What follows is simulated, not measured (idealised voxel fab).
Module name: voxel self aligned contacts (process module)
Shown is cross-section cut, with a width of 230 nm and square cells of size 5 nm.
In what follows, cross-sections appear as grids of square cells, described through bands that run from the top down, where every band is one or more rows of cells.
Within each band entry, the heights of the top and of the bottom of the band appear first, in that order and in nm; the materials of the band then follow from left to right, each with its corresponding width in nm. The designation "throughout" on a single material indicates that it fills the band from edge to edge; the designation "empty" indicates empty space.
Where do heights start? At 0: under that level the wafer as delivered is made of one material only. And the lowest band has no floor; it just carries on downward, as in "0 -> down".
The two numbers in a width such as "30..40" mark its ends across the band: the first belongs to the top row of cells, the second to the bottom row, and from each row to the next the width moves by the same amount.
What does "same as before" mean for a step? It means no cell of the cross-section changed in that step.
This entry, "Closed empty spaces", enumerates those empty regions of no fewer than 8 cells that possess no open connection to the top. Each region is reported in the form width x height at distance, the distance being taken from the left edge, with all three quantities expressed in nm.
Past the settings on a step's line: simulator remark, on that step.
"overlay nm" answers the question of how far to the right of plan the mask lay on a step that has a mask, and when it is negative the answer is to the left.

HERE'S WHAT THE PLANNED PROCESS STEPS LOOK LIKE
1: RECEIVE (material Si)
2: CONFORMAL_DEP (material SiO2; thk nm 5)
3: DIRECTIONAL_DEP (material polySi; thk nm 25)
4: DIRECTIONAL_DEP (material SiN; thk nm 20)
5: DIRECTIONAL_DEP (material aC; thk nm 15)
6: PATTERN (tone cover; mask id GATE; material resist; width nm 30; pitch nm 55; thk nm 30; overlay nm 0)
7: DIRECTIONAL_ETCH (etch materials aC; depth nm 15)
8: STRIP (etch materials resist)
9: DIRECTIONAL_ETCH (etch materials SiN; depth nm 20)
10: DIRECTIONAL_ETCH (etch materials polySi; depth nm 25)
11: STRIP (etch materials aC)
12: CONFORMAL_DEP (material SiN; thk nm 5)
13: DIRECTIONAL_ETCH (etch materials SiN; depth nm 5)
14: FILL_DEP (material SiO2; thk nm 15)
15: CMP (height nm 60)
16: DIRECTIONAL_DEP (material aC; thk nm 15)
17: PATTERN (tone open; mask id CONTACT; material resist; width nm 35; thk nm 35; overlay nm 0)
18: DIRECTIONAL_ETCH (etch materials aC; depth nm 15)
19: STRIP (etch materials resist)
20: DIRECTIONAL_ETCH (etch materials SiO2; depth nm 60)
21: STRIP (etch materials aC)
22: CONFORMAL_DEP (material TiN; thk nm 5)
23: FILL_DEP (material W; thk nm 5)
24: CMP (height nm 60)
25: CONFORMAL_DEP (material SiN; thk nm 5)

THE FIRST OF A SET OF TWO WAFERS, RUN TO PLAN

SHOWN IN CROSS-SECTION IS THE WAFER AS RECEIVED, THAT IS, AS IT STANDS AFTER STEP 1
0 -> down | Si throughout
Closed empty spaces: none

CROSS-SECTION: WAFER STATE AFTER STEP 2
5 -> 0 | SiO2 throughout
Under the height 0 nothing was changed.

CROSS-SECTION: WAFER STATE AFTER STEP 3
30 -> 5 | polySi throughout
Under the height 5 nothing was changed.

CROSS-SECTION: WAFER STATE AFTER STEP 4
50 -> 30 | SiN throughout
Under the height 30 nothing was changed.

CROSS-SECTION: WAFER STATE AFTER STEP 5
65 -> 50 | aC throughout
Under the height 50 nothing was changed.

CROSS-SECTION: WAFER STATE AFTER STEP 6
95 -> 65 | empty=70 / resist=30 / empty=25 / resist=30 / empty=75
Under the height 65 nothing was changed.

CROSS-SECTION: WAFER STATE AFTER STEP 7
80 -> 65 | empty=70 / resist=30 / empty=25 / resist=30 / empty=75
65 -> 50 | empty=70 / aC=30 / empty=25 / aC=30 / empty=75
Under the height 50 nothing was changed.

CROSS-SECTION: WAFER STATE AFTER STEP 8
65 -> 50 | empty=70 / aC=30 / empty=25 / aC=30 / empty=75
Under the height 50 nothing was changed.

CROSS-SECTION: WAFER STATE AFTER STEP 9
65 -> 50 | empty=70 / aC=30 / empty=25 / aC=30 / empty=75
50 -> 30 | empty=70 / SiN=30 / empty=25 / SiN=30 / empty=75
Under the height 30 nothing was changed.

CROSS-SECTION: WAFER STATE AFTER STEP 10
65 -> 50 | empty=70 / aC=30 / empty=25 / aC=30 / empty=75
50 -> 30 | empty=70 / SiN=30 / empty=25 / SiN=30 / empty=75
30 -> 5 | empty=70 / polySi=30 / empty=25 / polySi=30 / empty=75
Under the height 5 nothing was changed.

CROSS-SECTION: WAFER STATE AFTER STEP 11
50 -> 30 | empty=70 / SiN=30 / empty=25 / SiN=30 / empty=75
Under the height 30 nothing was changed.

CROSS-SECTION: WAFER STATE AFTER STEP 12
55 -> 30 | empty=65 / SiN=40 / empty=15 / SiN=40 / empty=70
30 -> 10 | empty=65 / SiN=5 / polySi=30 / SiN=5 / empty=15 / SiN=5 / polySi=30 / SiN=5 / empty=70
10 -> 5 | SiN=70 / polySi=30 / SiN=25 / polySi=30 / SiN=75
Under the height 5 nothing was changed.

CROSS-SECTION: WAFER STATE AFTER STEP 13
50 -> 30 | empty=65 / SiN=40 / empty=15 / SiN=40 / empty=70
30 -> 5 | empty=65 / SiN=5 / polySi=30 / SiN=5 / empty=15 / SiN=5 / polySi=30 / SiN=5 / empty=70
Under the height 5 nothing was changed.

CROSS-SECTION: WAFER STATE AFTER STEP 14
65 -> 50 | SiO2 throughout
50 -> 30 | SiO2=65 / SiN=40 / SiO2=15 / SiN=40 / SiO2=70
30 -> 5 | SiO2=65 / SiN=5 / polySi=30 / SiN=5 / SiO2=15 / SiN=5 / polySi=30 / SiN=5 / SiO2=70
Under the height 5 nothing was changed.

CROSS-SECTION: WAFER STATE AFTER STEP 15
60 -> 50 | SiO2 throughout
Under the height 50 nothing was changed.

CROSS-SECTION: WAFER STATE AFTER STEP 16
75 -> 60 | aC throughout
Under the height 60 nothing was changed.

CROSS-SECTION: WAFER STATE AFTER STEP 17
110 -> 75 | resist=95 / empty=35 / resist=100
Under the height 75 nothing was changed.

CROSS-SECTION: WAFER STATE AFTER STEP 18
95 -> 75 | resist=95 / empty=35 / resist=100
75 -> 60 | aC=95 / empty=35 / aC=100
Under the height 60 nothing was changed.

CROSS-SECTION: WAFER STATE AFTER STEP 19
75 -> 60 | aC=95 / empty=35 / aC=100
Under the height 60 nothing was changed.

CROSS-SECTION: WAFER STATE AFTER STEP 20
75 -> 60 | aC=95 / empty=35 / aC=100
60 -> 50 | SiO2=95 / empty=35 / SiO2=100
50 -> 30 | SiO2=65 / SiN=40 / empty=15 / SiN=40 / SiO2=70
30 -> 5 | SiO2=65 / SiN=5 / polySi=30 / SiN=5 / empty=15 / SiN=5 / polySi=30 / SiN=5 / SiO2=70
5 -> 0 | SiO2=105 / empty=15 / SiO2=110
Under the height 0 nothing was changed.

CROSS-SECTION: WAFER STATE AFTER STEP 21
60 -> 50 | SiO2=95 / empty=35 / SiO2=100
Under the height 50 nothing was changed.

CROSS-SECTION: WAFER STATE AFTER STEP 22
65 -> 60 | TiN=100 / empty=25 / TiN=105
60 -> 50 | SiO2=95 / TiN=5..15 / empty=25..5 / TiN=5..15 / SiO2=100
50 -> 30 | SiO2=65 / SiN=40 / TiN=5 / empty=5 / TiN=5 / SiN=40 / SiO2=70
30 -> 5 | SiO2=65 / SiN=5 / polySi=30 / SiN=5 / TiN=5 / empty=5 / TiN=5 / SiN=5 / polySi=30 / SiN=5 / SiO2=70
5 -> 0 | SiO2=105 / TiN=15 / SiO2=110
Under the height 0 nothing was changed.

CROSS-SECTION: WAFER STATE AFTER STEP 23
70 -> 65 | W throughout
65 -> 60 | TiN=100 / W=25 / TiN=105
60 -> 50 | SiO2=95 / TiN=5..15 / W=25..5 / TiN=5..15 / SiO2=100
50 -> 30 | SiO2=65 / SiN=40 / TiN=5 / W=5 / TiN=5 / SiN=40 / SiO2=70
30 -> 5 | SiO2=65 / SiN=5 / polySi=30 / SiN=5 / TiN=5 / W=5 / TiN=5 / SiN=5 / polySi=30 / SiN=5 / SiO2=70
Under the height 5 nothing was changed.

CROSS-SECTION: WAFER STATE AFTER STEP 24
60 -> 50 | SiO2=95 / TiN=5..15 / W=25..5 / TiN=5..15 / SiO2=100
Under the height 50 nothing was changed.

CROSS-SECTION: WAFER STATE AFTER STEP 25
65 -> 60 | SiN throughout
Under the height 60 nothing was changed.

SECOND WAFER: LIKE START, LIKE PLAN, ONE MISTAKE. THROUGH STEP 3 IT MATCHES THE FIRST WAFER

X-SECTION, SECOND WAFER, WHEN STEP 4 WAS DUE TO FINISH
70 -> 30 | SiN throughout
Under the height 30 nothing was changed.

X-SECTION, SECOND WAFER, WHEN STEP 5 WAS DUE TO FINISH
85 -> 70 | aC throughout
Under the height 70 nothing was changed.

X-SECTION, SECOND WAFER, WHEN STEP 6 WAS DUE TO FINISH
115 -> 85 | empty=70 / resist=30 / empty=25 / resist=30 / empty=75
Under the height 85 nothing was changed.

X-SECTION, SECOND WAFER, WHEN STEP 7 WAS DUE TO FINISH
100 -> 85 | empty=70 / resist=30 / empty=25 / resist=30 / empty=75
85 -> 70 | empty=70 / aC=30 / empty=25 / aC=30 / empty=75
Under the height 70 nothing was changed.

X-SECTION, SECOND WAFER, WHEN STEP 8 WAS DUE TO FINISH
85 -> 70 | empty=70 / aC=30 / empty=25 / aC=30 / empty=75
Under the height 70 nothing was changed.

X-SECTION, SECOND WAFER, WHEN STEP 9 WAS DUE TO FINISH
85 -> 70 | empty=70 / aC=30 / empty=25 / aC=30 / empty=75
70 -> 50 | empty=70 / SiN=30 / empty=25 / SiN=30 / empty=75
Under the height 50 nothing was changed.

X-section, second wafer, when step 10 was due to finish: same as before

X-SECTION, SECOND WAFER, WHEN STEP 11 WAS DUE TO FINISH
70 -> 50 | empty=70 / SiN=30 / empty=25 / SiN=30 / empty=75
Under the height 50 nothing was changed.

X-SECTION, SECOND WAFER, WHEN STEP 12 WAS DUE TO FINISH
75 -> 55 | empty=65 / SiN=40 / empty=15 / SiN=40 / empty=70
55 -> 30 | SiN throughout
Under the height 30 nothing was changed.

X-SECTION, SECOND WAFER, WHEN STEP 13 WAS DUE TO FINISH
70 -> 50 | empty=65 / SiN=40 / empty=15 / SiN=40 / empty=70
Under the height 50 nothing was changed.

X-SECTION, SECOND WAFER, WHEN STEP 14 WAS DUE TO FINISH
85 -> 70 | SiO2 throughout
70 -> 50 | SiO2=65 / SiN=40 / SiO2=15 / SiN=40 / SiO2=70
Under the height 50 nothing was changed.

X-SECTION, SECOND WAFER, WHEN STEP 15 WAS DUE TO FINISH
60 -> 50 | SiO2=65 / SiN=40 / SiO2=15 / SiN=40 / SiO2=70
Under the height 50 nothing was changed.

X-SECTION, SECOND WAFER, WHEN STEP 16 WAS DUE TO FINISH
75 -> 60 | aC throughout
Under the height 60 nothing was changed.

X-SECTION, SECOND WAFER, WHEN STEP 17 WAS DUE TO FINISH
110 -> 75 | resist=95 / empty=35 / resist=100
Under the height 75 nothing was changed.

X-SECTION, SECOND WAFER, WHEN STEP 18 WAS DUE TO FINISH
95 -> 75 | resist=95 / empty=35 / resist=100
75 -> 60 | aC=95 / empty=35 / aC=100
Under the height 60 nothing was changed.

X-SECTION, SECOND WAFER, WHEN STEP 19 WAS DUE TO FINISH
75 -> 60 | aC=95 / empty=35 / aC=100
Under the height 60 nothing was changed.

X-SECTION, SECOND WAFER, WHEN STEP 20 WAS DUE TO FINISH
75 -> 60 | aC=95 / empty=35 / aC=100
60 -> 50 | SiO2=65 / SiN=40 / empty=15 / SiN=40 / SiO2=70
Under the height 50 nothing was changed.

X-SECTION, SECOND WAFER, WHEN STEP 21 WAS DUE TO FINISH
60 -> 50 | SiO2=65 / SiN=40 / empty=15 / SiN=40 / SiO2=70
Under the height 50 nothing was changed.

X-SECTION, SECOND WAFER, WHEN STEP 22 WAS DUE TO FINISH
65 -> 60 | TiN=110 / empty=5 / TiN=115
60 -> 55 | SiO2=65 / SiN=40 / TiN=5 / empty=5 / TiN=5 / SiN=40 / SiO2=70
55 -> 50 | SiO2=65 / SiN=40 / TiN=15 / SiN=40 / SiO2=70
Under the height 50 nothing was changed.

X-SECTION, SECOND WAFER, WHEN STEP 23 WAS DUE TO FINISH
70 -> 65 | W throughout
65 -> 60 | TiN=110 / W=5 / TiN=115
60 -> 55 | SiO2=65 / SiN=40 / TiN=5 / W=5 / TiN=5 / SiN=40 / SiO2=70
Under the height 55 nothing was changed.

X-SECTION, SECOND WAFER, WHEN STEP 24 WAS DUE TO FINISH
60 -> 55 | SiO2=65 / SiN=40 / TiN=5 / W=5 / TiN=5 / SiN=40 / SiO2=70
Under the height 55 nothing was changed.

X-SECTION, SECOND WAFER, WHEN STEP 25 WAS DUE TO FINISH
65 -> 60 | SiN throughout
Under the height 60 nothing was changed.
what went wrong: step 4 of the plan was performed twice
Looking at both finished wafers in cells, the second ends up ahead of or behind the first on some materials: +132 SiN | -264 SiO2 | -24 TiN | -14 W | +170 polySi
